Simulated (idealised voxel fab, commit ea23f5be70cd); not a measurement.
Title: Process Module voxel self aligned vias
Shown is cross-section cut, with a width of 205 nm and square cells of size 5 nm.
Cross-section spec: square-cell grid; bands listed top down; each band is one or more rows. Heights first: top, then bottom, in nm. Then materials, left to right, each with a width in nm. "throughout" on a single material: fills the band edge to edge. "empty": empty space. Ref level 0: as-received wafer is one material below here. Bottom band extends down with no lower bound ("0 and below"). Width: "30..40" (first number = top row, second number = bottom row, same change from row to row of cells). Where the words "nothing changed" appear for a step, the cross-section shows no cell changed by that step; every cell remained as before. Enclosed voids (no open way to top), threshold 8 cells or more, entry "Closed void list", notation width x height at distance, distance from left edge, nm. Formally, on a step line, whatever follows the settings is a remark that the simulator itself makes on the step. "overlay nm" on a masked step: distance the mask lay right of its planned place, negative for left.

### Steps planned for the process
step 1: op RECEIVE | material Si
step 2: op CONFORMAL_DEP | material SiO2 | thk nm 10
step 3: op CONFORMAL_DEP | material SiCN | thk nm 5
step 4: op DIRECTIONAL_DEP | material lowk | thk nm 20
step 5: op DIRECTIONAL_DEP | material aC | thk nm 10
step 6: op PATTERN | tone open | mask id LINES | material resist | width nm 30 | pitch nm 80 | thk nm 30 | overlay nm 0
step 7: op DIRECTIONAL_ETCH | etch materials aC | depth nm 10
step 8: op STRIP | etch materials resist
step 9: op DIRECTIONAL_ETCH | etch materials lowk | depth nm 20
step 10: op STRIP | etch materials aC
step 11: op CONFORMAL_DEP | material TiN | thk nm 5
step 12: op FILL_DEP | material Ru | thk nm 5
step 13: op CMP | height nm 35
step 14: op SELECTIVE_ETCH | etch materials W Ru TiN | depth nm 10
step 15: op FILL_DEP | material SiN | thk nm 10
step 16: op CMP | height nm 35
step 17: op DIRECTIONAL_DEP | material lowk | thk nm 15
step 18: op DIRECTIONAL_DEP | material aC | thk nm 10
step 19: op PATTERN | tone open | mask id VIAS | material resist | width nm 50 | thk nm 30 | overlay nm 0
step 20: op DIRECTIONAL_ETCH | etch materials aC | depth nm 10
step 21: op STRIP | etch materials resist
step 22: op DIRECTIONAL_ETCH | etch materials lowk | depth nm 15
step 23: op DIRECTIONAL_ETCH | etch materials SiN | depth nm 10
step 24: op STRIP | etch materials aC
step 25: op CONFORMAL_DEP | material TiN | thk nm 5
step 26: op FILL_DEP | material W | thk nm 10
step 27: op CMP | height nm 50
step 28: op CONFORMAL_DEP | material SiN | thk nm 5

### What follows covers the first of two wafers; it ran as planned

### Shown in cross-section is the wafer as received, that is, as it stands after step 1
* 0 and below  Si throughout
* Closed void list: none

### Cross-section through the wafer, step 2 finished
* 10 down to 0  SiO2 throughout
* Whatever lies below 0 is exactly as it was before.

### Cross-section through the wafer, step 3 finished
* 15 down to 10  SiCN throughout
* Whatever lies below 10 is exactly as it was before.

### Cross-section through the wafer, step 4 finished
* 35 down to 15  lowk throughout
* Whatever lies below 15 is exactly as it was before.

### Cross-section through the wafer, step 5 finished
* 45 down to 35  aC throughout
* Whatever lies below 35 is exactly as it was before.

### Cross-section through the wafer, step 6 finished
* 75 down to 45  resist 45, then empty 30, then resist 50, then empty 30, then resist 50
* Whatever lies below 45 is exactly as it was before.

### Cross-section through the wafer, step 7 finished
* 65 down to 45  resist 45, then empty 30, then resist 50, then empty 30, then resist 50
* 45 down to 35  aC 45, then empty 30, then aC 50, then empty 30, then aC 50
* Whatever lies below 35 is exactly as it was before.

### Cross-section through the wafer, step 8 finished
* 45 down to 35  aC 45, then empty 30, then aC 50, then empty 30, then aC 50
* Whatever lies below 35 is exactly as it was before.

### Cross-section through the wafer, step 9 finished
* 45 down to 35  aC 45, then empty 30, then aC 50, then empty 30, then aC 50
* 35 down to 15  lowk 45, then empty 30, then lowk 50, then empty 30, then lowk 50
* Whatever lies below 15 is exactly as it was before.

### Cross-section through the wafer, step 10 finished
* 35 down to 15  lowk 45, then empty 30, then lowk 50, then empty 30, then lowk 50
* Whatever lies below 15 is exactly as it was before.

### Cross-section through the wafer, step 11 finished
* 40 down to 35  TiN 50, then empty 20, then TiN 60, then empty 20, then TiN 55
* 35 down to 20  lowk 45, then TiN 5, then empty 20, then TiN 5, then lowk 50, then TiN 5, then empty 20, then TiN 5, then lowk 50
* 20 down to 15  lowk 45, then TiN 30, then lowk 50, then TiN 30, then lowk 50
* Whatever lies below 15 is exactly as it was before.

### Cross-section through the wafer, step 12 finished
* 45 down to 40  Ru throughout
* 40 down to 35  TiN 50, then Ru 20, then TiN 60, then Ru 20, then TiN 55
* 35 down to 20  lowk 45, then TiN 5, then Ru 20, then TiN 5, then lowk 50, then TiN 5, then Ru 20, then TiN 5, then lowk 50
* Whatever lies below 20 is exactly as it was before.

### Cross-section through the wafer, step 13 finished
* 35 down to 20  lowk 45, then TiN 5, then Ru 20, then TiN 5, then lowk 50, then TiN 5, then Ru 20, then TiN 5, then lowk 50
* Whatever lies below 20 is exactly as it was before.

### Cross-section through the wafer, step 14 finished
* 35 down to 25  lowk 45, then empty 30, then lowk 50, then empty 30, then lowk 50
* Whatever lies below 25 is exactly as it was before.

### Cross-section through the wafer, step 15 finished
* 45 down to 35  SiN throughout
* 35 down to 25  lowk 45, then SiN 30, then lowk 50, then SiN 30, then lowk 50
* Whatever lies below 25 is exactly as it was before.

### Cross-section through the wafer, step 16 finished
* 35 down to 25  lowk 45, then SiN 30, then lowk 50, then SiN 30, then lowk 50
* Whatever lies below 25 is exactly as it was before.

### Cross-section through the wafer, step 17 finished
* 50 down to 35  lowk throughout
* Whatever lies below 35 is exactly as it was before.

### Cross-section through the wafer, step 18 finished
* 60 down to 50  aC throughout
* Whatever lies below 50 is exactly as it was before.

### Cross-section through the wafer, step 19 finished
* 90 down to 60  resist 35, then empty 50, then resist 120
* Whatever lies below 60 is exactly as it was before.

### Cross-section through the wafer, step 20 finished
* 80 down to 60  resist 35, then empty 50, then resist 120
* 60 down to 50  aC 35, then empty 50, then aC 120
* Whatever lies below 50 is exactly as it was before.

### Cross-section through the wafer, step 21 finished
* 60 down to 50  aC 35, then empty 50, then aC 120
* Whatever lies below 50 is exactly as it was before.

### Cross-section through the wafer, step 22 finished
* 60 down to 50  aC 35, then empty 50, then aC 120
* 50 down to 35  lowk 35, then empty 50, then lowk 120
* Whatever lies below 35 is exactly as it was before.

### Cross-section through the wafer, step 23 finished
* 60 down to 50  aC 35, then empty 50, then aC 120
* 50 down to 35  lowk 35, then empty 50, then lowk 120
* 35 down to 25  lowk 45, then empty 30, then lowk 50, then SiN 30, then lowk 50
* Whatever lies below 25 is exactly as it was before.

### Cross-section through the wafer, step 24 finished
* 50 down to 35  lowk 35, then empty 50, then lowk 120
* Whatever lies below 35 is exactly as it was before.

### Cross-section through the wafer, step 25 finished
* 55 down to 50  TiN 40, then empty 40, then TiN 125
* 50 down to 40  lowk 35, then TiN 5, then empty 40, then TiN 5, then lowk 120
* 40 down to 35  lowk 35, then TiN 15, then empty 20, then TiN 15, then lowk 120
* 35 down to 30  lowk 45, then TiN 5, then empty 20, then TiN 5, then lowk 50, then SiN 30, then lowk 50
* 30 down to 25  lowk 45, then TiN 30, then lowk 50, then SiN 30, then lowk 50
* Whatever lies below 25 is exactly as it was before.

### Cross-section through the wafer, step 26 finished
* 65 down to 55  W throughout
* 55 down to 50  TiN 40, then W 40, then TiN 125
* 50 down to 40  lowk 35, then TiN 5, then W 40, then TiN 5, then lowk 120
* 40 down to 35  lowk 35, then TiN 15, then W 20, then TiN 15, then lowk 120
* 35 down to 30  lowk 45, then TiN 5, then W 20, then TiN 5, then lowk 50, then SiN 30, then lowk 50
* Whatever lies below 30 is exactly as it was before.

### Cross-section through the wafer, step 27 finished
* 50 down to 40  lowk 35, then TiN 5, then W 40, then TiN 5, then lowk 120
* Whatever lies below 40 is exactly as it was before.

### Cross-section through the wafer, step 28 finished
* 55 down to 50  SiN throughout
* Whatever lies below 50 is exactly as it was before.

### It is to be noted that the second wafer proceeded from the same initial state and according to the same plan as the first, although one mistake was committed in its execution; through step 2, inclusive, the two wafers share an identical history

### Second wafer cross-section, taken as of the time the plan sets for step 3 to be done
* 30 down to 10  lowk throughout
* Whatever lies below 10 is exactly as it was before.

### Second wafer cross-section, taken as of the time the plan sets for step 4 to be done
* 35 down to 30  SiCN throughout
* Whatever lies below 30 is exactly as it was before.

### Second wafer cross-section, taken as of the time the plan sets for step 5 to be done
* 45 down to 35  aC throughout
* Whatever lies below 35 is exactly as it was before.

### Second wafer cross-section, taken as of the time the plan sets for step 6 to be done
* 75 down to 45  resist 45, then empty 30, then resist 50, then empty 30, then resist 50
* Whatever lies below 45 is exactly as it was before.

### Second wafer cross-section, taken as of the time the plan sets for step 7 to be done
* 65 down to 45  resist 45, then empty 30, then resist 50, then empty 30, then resist 50
* 45 down to 35  aC 45, then empty 30, then aC 50, then empty 30, then aC 50
* Whatever lies below 35 is exactly as it was before.

### Second wafer cross-section, taken as of the time the plan sets for step 8 to be done
* 45 down to 35  aC 45, then empty 30, then aC 50, then empty 30, then aC 50
* Whatever lies below 35 is exactly as it was before.

Second wafer cross-section, taken as of the time the plan sets for step 9 to be done: nothing changed

### Second wafer cross-section, taken as of the time the plan sets for step 10 to be done
* 35 down to 30  SiCN throughout
* Whatever lies below 30 is exactly as it was before.

### Second wafer cross-section, taken as of the time the plan sets for step 11 to be done
* 40 down to 35  TiN throughout
* Whatever lies below 35 is exactly as it was before.

### Second wafer cross-section, taken as of the time the plan sets for step 12 to be done
* 45 down to 40  Ru throughout
* Whatever lies below 40 is exactly as it was before.

### Second wafer cross-section, taken as of the time the plan sets for step 13 to be done
* 35 down to 30  SiCN throughout
* Whatever lies below 30 is exactly as it was before.

Second wafer cross-section, taken as of the time the plan sets for step 14 to be done: nothing changed

### Second wafer cross-section, taken as of the time the plan sets for step 15 to be done
* 45 down to 35  SiN throughout
* Whatever lies below 35 is exactly as it was before.

### Second wafer cross-section, taken as of the time the plan sets for step 16 to be done
* 35 down to 30  SiCN throughout
* Whatever lies below 30 is exactly as it was before.

### Second wafer cross-section, taken as of the time the plan sets for step 17 to be done
* 50 down to 35  lowk throughout
* Whatever lies below 35 is exactly as it was before.

### Second wafer cross-section, taken as of the time the plan sets for step 18 to be done
* 60 down to 50  aC throughout
* Whatever lies below 50 is exactly as it was before.

### Second wafer cross-section, taken as of the time the plan sets for step 19 to be done
* 90 down to 60  resist 35, then empty 50, then resist 120
* Whatever lies below 60 is exactly as it was before.

### Second wafer cross-section, taken as of the time the plan sets for step 20 to be done
* 80 down to 60  resist 35, then empty 50, then resist 120
* 60 down to 50  aC 35, then empty 50, then aC 120
* Whatever lies below 50 is exactly as it was before.

### Second wafer cross-section, taken as of the time the plan sets for step 21 to be done
* 60 down to 50  aC 35, then empty 50, then aC 120
* Whatever lies below 50 is exactly as it was before.

### Second wafer cross-section, taken as of the time the plan sets for step 22 to be done
* 60 down to 50  aC 35, then empty 50, then aC 120
* 50 down to 35  lowk 35, then empty 50, then lowk 120
* Whatever lies below 35 is exactly as it was before.

Second wafer cross-section, taken as of the time the plan sets for step 23 to be done: nothing changed

### Second wafer cross-section, taken as of the time the plan sets for step 24 to be done
* 50 down to 35  lowk 35, then empty 50, then lowk 120
* Whatever lies below 35 is exactly as it was before.

### Second wafer cross-section, taken as of the time the plan sets for step 25 to be done
* 55 down to 50  TiN 40, then empty 40, then TiN 125
* 50 down to 40  lowk 35, then TiN 5, then empty 40, then TiN 5, then lowk 120
* 40 down to 35  lowk 35, then TiN 50, then lowk 120
* Whatever lies below 35 is exactly as it was before.

### Second wafer cross-section, taken as of the time the plan sets for step 26 to be done
* 65 down to 55  W throughout
* 55 down to 50  TiN 40, then W 40, then TiN 125
* 50 down to 40  lowk 35, then TiN 5, then W 40, then TiN 5, then lowk 120
* Whatever lies below 40 is exactly as it was before.

### Second wafer cross-section, taken as of the time the plan sets for step 27 to be done
* 50 down to 40  lowk 35, then TiN 5, then W 40, then TiN 5, then lowk 120
* Whatever lies below 40 is exactly as it was before.

### Second wafer cross-section, taken as of the time the plan sets for step 28 to be done
* 55 down to 50  SiN throughout
* Whatever lies below 50 is exactly as it was before.
It is concluded that the wafer was processed incorrectly with respect to the plan, in that steps 3 and 4 traded places in the executed sequence
Final wafer comparison in cells, second versus first, more or fewer per material: Ru -8; SiN -12; TiN -20; W -8; lowk +48
